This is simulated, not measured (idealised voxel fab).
Proc. module: voxel wiring stack
Section cut is 205 nm wide and gridded with 5 nm square cells.
Cross-sections here: square-cell grids, written as top-down lists of bands, a band being one or more rows of cells.
Top, bottom (nm), then materials left to right with widths (nm); lone material tagged "all across" fills the whole band edge to edge; "blank" = empty space.
The reference from which all heights are counted is 0, the level beneath which the as-received wafer is entirely one material; the lowest band, having no lower bound, proceeds downward and is written after the example "0 down".
The notation "30->40" denotes a width that varies across the rows of cells in the band, beginning at the first number in the top row, finishing at the second number in the bottom row, and changing by an identical amount from each row to the next.
"nothing changed" -> step changed no cross-section cell.
"Enclosed void entries" specifies each empty space that is not open to the top and that occupies no fewer than 8 cells, using the form width x height at distance, the distance measured from the left edge and all three quantities in nm.
Read whatever lies past the settings on a step's line as the simulator's own remark about the step.
The "overlay nm" setting may appear on a step's line; for a step that uses a mask, it gives how far to the right of its planned position the mask lay, and a negative value indicates the left.
**Process steps (planned)**
1 RECEIVE: material Si
2 CONFORMAL_DEP: material SiO2, thk nm 15
3 DIRECTIONAL_DEP: material TiN, thk nm 5
4 DIRECTIONAL_DEP: material W, thk nm 20
5 DIRECTIONAL_DEP: material aC, thk nm 10
6 PATTERN: tone cover, mask id METAL_1, material resist, width nm 20, pitch nm 35, thk nm 30, overlay nm 0
7 DIRECTIONAL_ETCH: etch materials aC, depth nm 10
8 STRIP: etch materials resist
9 DIRECTIONAL_ETCH: etch materials W, depth nm 20
10 DIRECTIONAL_ETCH: etch materials TiN, depth nm 5
11 STRIP: etch materials aC
12 CONFORMAL_DEP: material SiN, thk nm 5
13 FILL_DEP: material SiO2, thk nm 5
14 CMP: height nm 40
15 CONFORMAL_DEP: material SiCN, thk nm 5
16 DIRECTIONAL_DEP: material lowk, thk nm 30
17 MASKED_ETCH: tone open, mask id METAL_2_HOLES, width nm 15, pitch nm 70, etch materials lowk, depth nm 30, overlay nm 0
18 PATTERN: tone open, mask id METAL_2, material resist, width nm 20, pitch nm 35, thk nm 20, overlay nm 0
19 DIRECTIONAL_ETCH: etch materials lowk, depth nm 15
20 DIRECTIONAL_ETCH: etch materials SiCN, depth nm 5
21 STRIP: etch materials resist
22 CONFORMAL_DEP: material TiN, thk nm 5
23 FILL_DEP: material Ru, thk nm 5
24 CMP: height nm 75
25 CONFORMAL_DEP: material SiCN, thk nm 5
26 DIRECTIONAL_DEP: material SiO2, thk nm 35
27 DIRECTIONAL_DEP: material aC, thk nm 15
28 PATTERN: tone open, mask id METAL_3, material resist, width nm 20, pitch nm 35, thk nm 30, overlay nm 0
29 DIRECTIONAL_ETCH: etch materials aC, depth nm 15
30 STRIP: etch materials resist
31 DIRECTIONAL_ETCH: etch materials SiO2, depth nm 20
32 STRIP: etch materials aC
33 MASKED_ETCH: tone open, mask id METAL_3_HOLES, width nm 15, pitch nm 70, etch materials SiO2, depth nm 15, overlay nm 0
34 MASKED_ETCH: tone open, mask id METAL_3_HOLES, width nm 15, pitch nm 70, etch materials SiCN, depth nm 5, overlay nm 0
35 CONFORMAL_DEP: material TiN, thk nm 5
36 FILL_DEP: material Ru, thk nm 5
37 CMP: height nm 115
38 CONFORMAL_DEP: material SiCN, thk nm 5
39 DIRECTIONAL_DEP: material SiO2, thk nm 35
40 DIRECTIONAL_DEP: material aC, thk nm 10
41 PATTERN: tone open, mask id METAL_4, material resist, width nm 20, pitch nm 35, thk nm 25, overlay nm 0
42 DIRECTIONAL_ETCH: etch materials aC, depth nm 10
43 STRIP: etch materials resist
44 DIRECTIONAL_ETCH: etch materials SiO2, depth nm 20
45 STRIP: etch materials aC
46 PATTERN: tone open, mask id METAL_4_HOLES, material resist, width nm 15, pitch nm 70, thk nm 20, overlay nm 0
47 DIRECTIONAL_ETCH: etch materials SiO2, depth nm 15
48 DIRECTIONAL_ETCH: etch materials SiCN, depth nm 5
49 STRIP: etch materials resist
50 CONFORMAL_DEP: material TiN, thk nm 5
51 FILL_DEP: material Cu, thk nm 10
52 CMP: height nm 155
53 CONFORMAL_DEP: material SiCN, thk nm 5
**Received-state cross-section, reflecting completion of step 1**
- 0 down | Si all across
- Enclosed void entries: none
**Run as planned - first of the two wafers cross-sectioned at the end of the module**
- 160 to 155 | SiCN all across
- 155 to 140 | SiO2 40 nm, TiN 5 nm, Cu 10 nm, TiN 5 nm, SiO2 15 nm, TiN 5 nm, Cu 10 nm, TiN 5 nm, SiO2 15 nm, TiN 5 nm, Cu 10 nm, TiN 5 nm, SiO2 15 nm, TiN 5 nm, Cu 10 nm, TiN 5 nm, SiO2 40 nm
- 140 to 135 | SiO2 40 nm, TiN 5 nm, Cu 5 nm, TiN 10 nm, SiO2 15 nm, TiN 20 nm, SiO2 15 nm, TiN 5 nm, Cu 5 nm, TiN 10 nm, SiO2 15 nm, TiN 20 nm, SiO2 40 nm
- 135 to 120 | SiO2 40 nm, TiN 5 nm, Cu 5 nm, TiN 5 nm, SiO2 55 nm, TiN 5 nm, Cu 5 nm, TiN 5 nm, SiO2 80 nm
- 120 to 115 | SiCN 40 nm, TiN 15 nm, SiCN 55 nm, TiN 15 nm, SiCN 80 nm
- 115 to 100 | SiO2 40 nm, TiN 5 nm, Ru 10 nm, TiN 5 nm, SiO2 15 nm, TiN 5 nm, Ru 10 nm, TiN 5 nm, SiO2 15 nm, TiN 5 nm, Ru 10 nm, TiN 5 nm, SiO2 15 nm, TiN 5 nm, Ru 10 nm, TiN 5 nm, SiO2 40 nm
- 100 to 95 | SiO2 40 nm, TiN 5 nm, Ru 5 nm, TiN 10 nm, SiO2 15 nm, TiN 20 nm, SiO2 15 nm, TiN 5 nm, Ru 5 nm, TiN 10 nm, SiO2 15 nm, TiN 20 nm, SiO2 40 nm
- 95 to 80 | SiO2 40 nm, TiN 5 nm, Ru 5 nm, TiN 5 nm, SiO2 55 nm, TiN 5 nm, Ru 5 nm, TiN 5 nm, SiO2 80 nm
- 80 to 75 | SiCN 40 nm, TiN 15 nm, SiCN 55 nm, TiN 15 nm, SiCN 80 nm
- 75 to 65 | lowk 40 nm, TiN 5 nm, Ru 10 nm, TiN 5 nm, lowk 15 nm, TiN 5 nm, Ru 10 nm, TiN 5 nm, lowk 15 nm, TiN 5 nm, Ru 10 nm, TiN 5 nm, lowk 15 nm, TiN 5 nm, Ru 10 nm, TiN 5 nm, lowk 40 nm
- 65 to 60 | lowk 40 nm, TiN 5 nm, Ru 5 nm, TiN 10 nm, lowk 15 nm, TiN 20 nm, lowk 15 nm, TiN 5 nm, Ru 5 nm, TiN 10 nm, lowk 15 nm, TiN 20 nm, lowk 40 nm
- 60 to 45 | lowk 40 nm, TiN 5 nm, Ru 5 nm, TiN 5 nm, lowk 55 nm, TiN 5 nm, Ru 5 nm, TiN 5 nm, lowk 80 nm
- 45 to 40 | SiCN 40 nm, TiN 15 nm, SiCN 55 nm, TiN 15 nm, SiCN 80 nm
- 40 to 20 | SiO2 35 nm, SiN 5 nm, W 20 nm, SiN 5 nm, SiO2 5 nm, SiN 5 nm, W 20 nm, SiN 5 nm, SiO2 5 nm, SiN 5 nm, W 20 nm, SiN 5 nm, SiO2 5 nm, SiN 5 nm, W 20 nm, SiN 5 nm, SiO2 35 nm
- 20 to 15 | SiN 40 nm, TiN 20 nm, SiN 15 nm, TiN 20 nm, SiN 15 nm, TiN 20 nm, SiN 15 nm, TiN 20 nm, SiN 40 nm
- 15 to 0 | SiO2 all across
- 0 down | Si all across
- Enclosed void entries: none
**Wafer two cross-section, module end. Start and plan unchanged from wafer one; one mistake made during the run**
- 160 to 155 | SiCN all across
- 155 to 140 | SiO2 40 nm, TiN 5 nm, Cu 10 nm, TiN 5 nm, SiO2 15 nm, TiN 5 nm, Cu 10 nm, TiN 5 nm, SiO2 15 nm, TiN 5 nm, Cu 10 nm, TiN 5 nm, SiO2 15 nm, TiN 5 nm, Cu 10 nm, TiN 5 nm, SiO2 40 nm
- 140 to 135 | SiO2 40 nm, TiN 5 nm, Cu 5 nm, TiN 10 nm, SiO2 15 nm, TiN 20 nm, SiO2 15 nm, TiN 5 nm, Cu 5 nm, TiN 10 nm, SiO2 15 nm, TiN 20 nm, SiO2 40 nm
- 135 to 125 | SiO2 40 nm, TiN 5 nm, Cu 5 nm, TiN 5 nm, SiO2 55 nm, TiN 5 nm, Cu 5 nm, TiN 5 nm, SiO2 80 nm
- 125 to 120 | SiO2 40 nm, TiN 15 nm, SiO2 55 nm, TiN 15 nm, SiO2 80 nm
- 120 to 115 | Ru all across
- 115 to 100 | SiO2 40 nm, TiN 5 nm, Ru 10 nm, TiN 5 nm, SiO2 15 nm, TiN 5 nm, Ru 10 nm, TiN 5 nm, SiO2 15 nm, TiN 5 nm, Ru 10 nm, TiN 5 nm, SiO2 15 nm, TiN 5 nm, Ru 10 nm, TiN 5 nm, SiO2 40 nm
- 100 to 95 | SiO2 40 nm, TiN 5 nm, Ru 5 nm, TiN 10 nm, SiO2 15 nm, TiN 20 nm, SiO2 15 nm, TiN 5 nm, Ru 5 nm, TiN 10 nm, SiO2 15 nm, TiN 20 nm, SiO2 40 nm
- 95 to 80 | SiO2 40 nm, TiN 5 nm, Ru 5 nm, TiN 5 nm, SiO2 55 nm, TiN 5 nm, Ru 5 nm, TiN 5 nm, SiO2 80 nm
- 80 to 75 | SiCN 40 nm, TiN 15 nm, SiCN 55 nm, TiN 15 nm, SiCN 80 nm
- 75 to 65 | lowk 40 nm, TiN 5 nm, Ru 10 nm, TiN 5 nm, lowk 15 nm, TiN 5 nm, Ru 10 nm, TiN 5 nm, lowk 15 nm, TiN 5 nm, Ru 10 nm, TiN 5 nm, lowk 15 nm, TiN 5 nm, Ru 10 nm, TiN 5 nm, lowk 40 nm
- 65 to 60 | lowk 40 nm, TiN 5 nm, Ru 5 nm, TiN 10 nm, lowk 15 nm, TiN 20 nm, lowk 15 nm, TiN 5 nm, Ru 5 nm, TiN 10 nm, lowk 15 nm, TiN 20 nm, lowk 40 nm
- 60 to 45 | lowk 40 nm, TiN 5 nm, Ru 5 nm, TiN 5 nm, lowk 55 nm, TiN 5 nm, Ru 5 nm, TiN 5 nm, lowk 80 nm
- 45 to 40 | SiCN 40 nm, TiN 15 nm, SiCN 55 nm, TiN 15 nm, SiCN 80 nm
- 40 to 20 | SiO2 35 nm, SiN 5 nm, W 20 nm, SiN 5 nm, SiO2 5 nm, SiN 5 nm, W 20 nm, SiN 5 nm, SiO2 5 nm, SiN 5 nm, W 20 nm, SiN 5 nm, SiO2 5 nm, SiN 5 nm, W 20 nm, SiN 5 nm, SiO2 35 nm
- 20 to 15 | SiN 40 nm, TiN 20 nm, SiN 15 nm, TiN 20 nm, SiN 15 nm, TiN 20 nm, SiN 15 nm, TiN 20 nm, SiN 40 nm
- 15 to 0 | SiO2 all across
- 0 down | Si all across
- Enclosed void entries: none
Error vs. plan: the process deviated at step 38: the operation and settings actually run there were CONFORMAL_DEP: material Ru, thk nm 5
End check, counted in cells, second wafer has more or fewer of these materials than the first: 2 fewer of Cu, 41 more of Ru, 35 fewer of SiCN, 4 fewer of TiN
